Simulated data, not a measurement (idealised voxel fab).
This section sets out a process module, namely voxel self aligned vias.
Cross-section cut spans 295 nm and uses square cells 5 nm in size.
Think of the cross-section as a grid of square cells. We describe it in bands, top to bottom, and each band covers one or more rows of those cells. Read a band's entry like this: the first values are the height of its top and the height of its bottom in nm, and what follows is the sequence of materials from left to right, each with its width in nm. Note that "empty" is empty space, and that a single material marked "full width" reaches across the band from edge to edge. Measure heights from 0. That's the level where, below it, the as-received wafer is all one material. The lowest band is bottomless and extends downward; write it as in "0 down". Quick explanation for "30..40": the width changes in equal steps down the rows of cells, from the first number in the band's top row to the second number in its bottom row. No cell of the cross-section changed in a step that is given as "everything unchanged". Voids not open to the top, 8 cells minimum: see "Fully sealed cavities". Written width x height at distance; distance is from the left edge; nm. Note: text after step settings on the step line = simulator remark on that step. overlay nm, on a step with a mask: how far to the right of its planned place the mask lay; to the left if negative.

### Set out below are the planned steps of the process
| 1 | RECEIVE | material Si |
| 2 | CONFORMAL_DEP | material SiO2 | thk nm 10 |
| 3 | CONFORMAL_DEP | material SiCN | thk nm 5 |
| 4 | DIRECTIONAL_DEP | material lowk | thk nm 30 |
| 5 | DIRECTIONAL_DEP | material aC | thk nm 15 |
| 6 | PATTERN | tone open | mask id LINES | material resist | width nm 30 | pitch nm 70 | thk nm 35 | overlay nm 0 |
| 7 | DIRECTIONAL_ETCH | etch materials aC | depth nm 15 |
| 8 | STRIP | etch materials resist |
| 9 | DIRECTIONAL_ETCH | etch materials lowk | depth nm 30 |
| 10 | STRIP | etch materials aC |
| 11 | CONFORMAL_DEP | material TiN | thk nm 5 |
| 12 | FILL_DEP | material W | thk nm 10 |
| 13 | CMP | height nm 35 |
| 14 | SELECTIVE_ETCH | etch materials W Ru TiN | depth nm 10 |
| 15 | FILL_DEP | material SiN | thk nm 10 |
| 16 | CMP | height nm 45 |
| 17 | DIRECTIONAL_DEP | material lowk | thk nm 20 |
| 18 | PATTERN | tone open | mask id VIAS | material resist | width nm 40 | thk nm 15 | overlay nm 0 |
| 19 | DIRECTIONAL_ETCH | etch materials lowk | depth nm 20 |
| 20 | DIRECTIONAL_ETCH | etch materials SiN | depth nm 10 |
| 21 | STRIP | etch materials resist |
| 22 | CONFORMAL_DEP | material TiN | thk nm 5 |
| 23 | FILL_DEP | material W | thk nm 5 |
| 24 | CMP | height nm 65 |
| 25 | CONFORMAL_DEP | material SiCN | thk nm 5 |
The wafers are alike at the start. At step 13, their height nm differs. The plan lists the first wafer's value.

### first wafer as received, after step 1
    0 down  Si full width
    Fully sealed cavities: none

### Here's the first of several wafers in cross-section, end of the module, after the last step, step 25
    70 to 65  SiCN full width
    65 to 45  lowk (90); TiN (5); W (30); TiN (5); lowk (165)
    45 to 40  SiN (90); TiN (5); W (30); TiN (5); SiN (165)
    40 to 35  SiN (90); TiN (40); SiN (165)
    35 to 25  lowk (95); SiN (30); lowk (40); SiN (30); lowk (100)
    25 to 20  lowk (95); TiN (5); W (20); TiN (5); lowk (40); TiN (5); W (20); TiN (5); lowk (100)
    20 to 15  lowk (95); TiN (30); lowk (40); TiN (30); lowk (100)
    15 to 10  SiCN full width
    10 to 0  SiO2 full width
    0 down  Si full width
    Fully sealed cavities: none

### Here we cross-sectioned the last of the wafers once the module was done
    70 to 65  SiCN full width
    65 to 50  lowk (90); TiN (5); W (30); TiN (5); lowk (165)
    50 to 45  lowk (90); TiN (40); lowk (165)
    45 to 20  lowk (95); TiN (5); W (20); TiN (5); lowk (40); TiN (5); W (20); TiN (5); lowk (100)
    20 to 15  lowk (95); TiN (30); lowk (40); TiN (30); lowk (100)
    15 to 10  SiCN full width
    10 to 0  SiO2 full width
    0 down  Si full width
    Fully sealed cavities: none

### Here is how to read the rows: every wafer has a row, and it shows the wafer at the end of the module, giving for each material how many cells were gained (+) or lost (-) since the wafer was received, then listing its closed voids
height nm 35 | +118 SiCN | +126 SiN | +118 SiO2 | +34 TiN | +38 W | +392 lowk | Fully sealed cavities: none
height nm 40 | +118 SiCN | +69 SiN | +118 SiO2 | +38 TiN | +44 W | +439 lowk | Fully sealed cavities: none
height nm 45 | +118 SiCN | +12 SiN | +118 SiO2 | +42 TiN | +50 W | +486 lowk | Fully sealed cavities: none
height nm 50 | +118 SiCN | +6 SiN | +118 SiO2 | +44 TiN | +54 W | +486 lowk | Fully sealed cavities: none
height nm 55 | +118 SiCN | +118 SiO2 | +46 TiN | +58 W | +486 lowk | Fully sealed cavities: none
height nm 60 | +118 SiCN | +118 SiO2 | +46 TiN | +58 W | +486 lowk | Fully sealed cavities: none
